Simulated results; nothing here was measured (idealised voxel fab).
Process module heading - voxel wiring stack
The cross-section on display is named cut; it measures 210 nm wide, and its cells are 5 nm squares.
For the purposes of this document, a cross-section shall be understood as a grid of square cells, specified as bands listed in top-to-bottom order, each band consisting of one or more rows of cells. Top height, bottom height, nm. Materials left to right, width each, nm. Single material + "all across" = fills band edge to edge. "blank" = empty. Height is counted from the level 0, under which the received wafer is composed throughout of one material. The lowest of the bands is not closed at the bottom but continues downward, in the notation "0 and below". Width spec "30->40" -> top row of cells at first value, bottom row at second value, equal per-row change in between. It should be understood that the words "remained unchanged", when stated for a given step, signify that the cross-section underwent no change in any of its cells during that step. "Trapped cavities" specifies each empty space that is not open to the top and that occupies no fewer than 8 cells, using the form width x height at distance, the distance measured from the left edge and all three quantities in nm. Anything after a step's settings on that line? It's the simulator's own note about the step. For masked steps, "overlay nm" on the step line gives how far right of plan the mask actually lay; a minus sign means it lay to the left.

# The process steps that were planned are listed below
1: RECEIVE,material Si
2: CONFORMAL_DEP,material SiO2,thk nm 10
3: DIRECTIONAL_DEP,material TiN,thk nm 5
4: DIRECTIONAL_DEP,material W,thk nm 25
5: DIRECTIONAL_DEP,material aC,thk nm 15
6: PATTERN,tone cover,mask id METAL_1,material resist,width nm 20,pitch nm 45,thk nm 35,overlay nm 0
7: DIRECTIONAL_ETCH,etch materials aC,depth nm 15
8: STRIP,etch materials resist
9: DIRECTIONAL_ETCH,etch materials W,depth nm 25
10: DIRECTIONAL_ETCH,etch materials TiN,depth nm 5
11: STRIP,etch materials aC
12: CONFORMAL_DEP,material SiN,thk nm 5
13: FILL_DEP,material lowk,thk nm 5
14: CMP,height nm 40
15: CONFORMAL_DEP,material SiCN,thk nm 5
16: DIRECTIONAL_DEP,material lowk,thk nm 15
17: MASKED_ETCH,tone open,mask id PLUG_1,width nm 15,pitch nm 45,etch materials lowk,depth nm 15,overlay nm 0
18: MASKED_ETCH,tone open,mask id PLUG_1,width nm 15,pitch nm 45,etch materials SiCN,depth nm 5,overlay nm 0
19: CONFORMAL_DEP,material TiN,thk nm 5
20: FILL_DEP,material Ru,thk nm 5
21: CMP,height nm 60
22: DIRECTIONAL_DEP,material TiN,thk nm 5
23: DIRECTIONAL_DEP,material W,thk nm 20
24: PATTERN,tone cover,mask id METAL_2,material resist,width nm 20,pitch nm 45,thk nm 15,overlay nm 0
25: DIRECTIONAL_ETCH,etch materials W,depth nm 20
26: DIRECTIONAL_ETCH,etch materials TiN,depth nm 5
27: STRIP,etch materials resist
28: CONFORMAL_DEP,material SiN,thk nm 5
29: FILL_DEP,material SiO2,thk nm 5
30: CMP,height nm 85
31: CONFORMAL_DEP,material SiN,thk nm 5

# Cross-section of the wafer upon arrival, representing the state reached after step 1
    0 and below  Si all across
    Trapped cavities: none

# Run as planned - first of the two wafers cross-sectioned at the end of the module
    90 down to 85  SiN all across
    85 down to 65  20 nm SiO2  5 nm SiN  20 nm W  5 nm SiN  15 nm SiO2  5 nm SiN  20 nm W  5 nm SiN  15 nm SiO2  5 nm SiN  20 nm W  5 nm SiN  15 nm SiO2  5 nm SiN  20 nm W  5 nm SiN  25 nm SiO2
    65 down to 60  25 nm SiN  20 nm TiN  25 nm SiN  20 nm TiN  25 nm SiN  20 nm TiN  25 nm SiN  20 nm TiN  30 nm SiN
    60 down to 45  25 nm lowk  5 nm TiN  5 nm Ru  5 nm TiN  30 nm lowk  5 nm TiN  5 nm Ru  5 nm TiN  30 nm lowk  5 nm TiN  5 nm Ru  5 nm TiN  30 nm lowk  5 nm TiN  5 nm Ru  5 nm TiN  35 nm lowk
    45 down to 40  25 nm SiCN  15 nm TiN  30 nm SiCN  15 nm TiN  30 nm SiCN  15 nm TiN  30 nm SiCN  15 nm TiN  35 nm SiCN
    40 down to 15  20 nm lowk  5 nm SiN  20 nm W  5 nm SiN  15 nm lowk  5 nm SiN  20 nm W  5 nm SiN  15 nm lowk  5 nm SiN  20 nm W  5 nm SiN  15 nm lowk  5 nm SiN  20 nm W  5 nm SiN  25 nm lowk
    15 down to 10  25 nm SiN  20 nm TiN  25 nm SiN  20 nm TiN  25 nm SiN  20 nm TiN  25 nm SiN  20 nm TiN  30 nm SiN
    10 down to 0  SiO2 all across
    0 and below  Si all across
    Trapped cavities: none

# Cross-sectional view of the second of two wafers upon completion of the module. This wafer shared its starting condition and process plan with the first; one error was made during its execution
    90 down to 85  SiN all across
    85 down to 65  20 nm SiO2  5 nm SiN  20 nm W  5 nm SiN  15 nm SiO2  5 nm SiN  20 nm W  5 nm SiN  15 nm SiO2  5 nm SiN  20 nm W  5 nm SiN  15 nm SiO2  5 nm SiN  20 nm W  5 nm SiN  25 nm SiO2
    65 down to 60  25 nm SiN  20 nm TiN  25 nm SiN  20 nm TiN  25 nm SiN  20 nm TiN  25 nm SiN  20 nm TiN  30 nm SiN
    60 down to 50  20 nm Ru  5 nm TiN  15 nm lowk  5 nm TiN  20 nm Ru  5 nm TiN  15 nm lowk  5 nm TiN  20 nm Ru  5 nm TiN  15 nm lowk  5 nm TiN  20 nm Ru  5 nm TiN  15 nm lowk  5 nm TiN  30 nm Ru
    50 down to 45  25 nm TiN  15 nm lowk  30 nm TiN  15 nm lowk  30 nm TiN  15 nm lowk  30 nm TiN  15 nm lowk  35 nm TiN
    45 down to 40  SiCN all across
    40 down to 15  20 nm lowk  5 nm SiN  20 nm W  5 nm SiN  15 nm lowk  5 nm SiN  20 nm W  5 nm SiN  15 nm lowk  5 nm SiN  20 nm W  5 nm SiN  15 nm lowk  5 nm SiN  20 nm W  5 nm SiN  25 nm lowk
    15 down to 10  25 nm SiN  20 nm TiN  25 nm SiN  20 nm TiN  25 nm SiN  20 nm TiN  25 nm SiN  20 nm TiN  30 nm SiN
    10 down to 0  SiO2 all across
    0 and below  Si all across
    Trapped cavities: none
Against the plan, the run slipped here: step 17 was processed under conditions differing from the plan, specifically as MASKED_ETCH,tone cover,mask id PLUG_1,width nm 15,pitch nm 45,etch materials lowk,depth nm 15,overlay nm 0
Upon completion, the second wafer contains, in terms of cells, a greater or smaller amount of certain materials than the first wafer: +32 Ru | +12 SiCN | +10 TiN | -54 lowk
